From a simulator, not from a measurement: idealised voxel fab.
The following is a process module called voxel self aligned contacts.
For reference, the cross-section in this document is cut, with width 285 nm and square cells of 5 nm.
Bands, listed from the top down, are how a cross-section gets written in this document; the cross-section itself is a grid of square cells, and a band is one or more rows of them.
This entry defines a band. It first specifies the height of the band's top and the height of its bottom in nm, and then specifies the band's materials from left to right, stating each material with its width in nm. The word "everywhere" identifies a single material that fills the band from edge to edge, while the word "blank" identifies empty space.
Heights are measured from 0, the level below which the as-received wafer is all one material; the lowest band has no bottom and continues downward, written as in "0 down".
With a width like "30..40", each row of cells in the band differs from the next by the same amount, the top row carrying the first number and the bottom row the second.
Basically "stayed the same" means that step didn't change any cell in the cross-section.
Entry "Fully sealed voids". Content: empty spaces with no open connection to the top, size 8 cells or greater. Each: width x height at distance. Distance: from left edge. Unit: nm.
Where a step's line continues beyond its settings, the continuation is a remark by the simulator itself on that step.
overlay nm: where the mask lay relative to plan, measured to the right, on steps with a mask; negatives go left.

# Planned process steps
1,RECEIVE | material Si
2,OXIDIZE | depth nm 5
3,DIRECTIONAL_DEP | material polySi | thk nm 20
4,DIRECTIONAL_DEP | material SiN | thk nm 20
5,PATTERN | tone cover | mask id GATE | material resist | width nm 30 | pitch nm 65 | thk nm 20 | overlay nm 0
6,DIRECTIONAL_ETCH | etch materials SiN | depth nm 20
7,DIRECTIONAL_ETCH | etch materials polySi | depth nm 20
8,STRIP | etch materials resist
9,CONFORMAL_DEP | material SiN | thk nm 10
10,DIRECTIONAL_ETCH | etch materials SiN | depth nm 10
11,FILL_DEP | material SiO2 | thk nm 15
12,CMP | height nm 50
13,MASKED_ETCH | tone open | mask id CONTACT | width nm 45 | etch materials SiO2 | depth nm 55 | overlay nm 0
14,CONFORMAL_DEP | material TiN | thk nm 5
15,FILL_DEP | material W | thk nm 10
16,CMP | height nm 50
17,CONFORMAL_DEP | material SiN | thk nm 5
The plan shows the thk nm of step 17 as the first wafer had it; this setting differs between the wafers, which start out alike.

# So this is the first of several wafers, cross-sectioned as it came to us, meaning it's at the end of step 1
    0 down: Si everywhere
    Fully sealed voids: none

# Module end state after final step 17: cross-section of the first of several wafers
    55 to 50: SiN everywhere
    50 to 40: 120 of SiO2; 5..20 of TiN; 35..5 of W; 5..20 of TiN; 120 of SiO2
    40 to 20: 85 of SiO2; 50 of SiN; 5 of TiN; 5 of W; 5 of TiN; 50 of SiN; 85 of SiO2
    20 to 0: 85 of SiO2; 10 of SiN; 30 of polySi; 10 of SiN; 5 of TiN; 5 of W; 5 of TiN; 10 of SiN; 30 of polySi; 10 of SiN; 85 of SiO2
    0 to -5: 135 of SiO2; 15 of TiN; 135 of SiO2
    -5 down: Si everywhere
    Fully sealed voids: none

# Wafer cross-section (last wafer, module end)
    70 to 50: SiN everywhere
    50 to 40: 120 of SiO2; 5..20 of TiN; 35..5 of W; 5..20 of TiN; 120 of SiO2
    40 to 20: 85 of SiO2; 50 of SiN; 5 of TiN; 5 of W; 5 of TiN; 50 of SiN; 85 of SiO2
    20 to 0: 85 of SiO2; 10 of SiN; 30 of polySi; 10 of SiN; 5 of TiN; 5 of W; 5 of TiN; 10 of SiN; 30 of polySi; 10 of SiN; 85 of SiO2
    0 to -5: 135 of SiO2; 15 of TiN; 135 of SiO2
    -5 down: Si everywhere
    Fully sealed voids: none

# wafer rows; end of module; cells per material since receipt: (+) gained, (-) lost; then closed voids
thk nm 5, -57 Si, +169 SiN, +422 SiO2, +29 TiN, +16 W, +48 polySi, Fully sealed voids: none
thk nm 10, -57 Si, +226 SiN, +422 SiO2, +29 TiN, +16 W, +48 polySi, Fully sealed voids: none
thk nm 15, -57 Si, +283 SiN, +422 SiO2, +29 TiN, +16 W, +48 polySi, Fully sealed voids: none
thk nm 20, -57 Si, +340 SiN, +422 SiO2, +29 TiN, +16 W, +48 polySi, Fully sealed voids: none
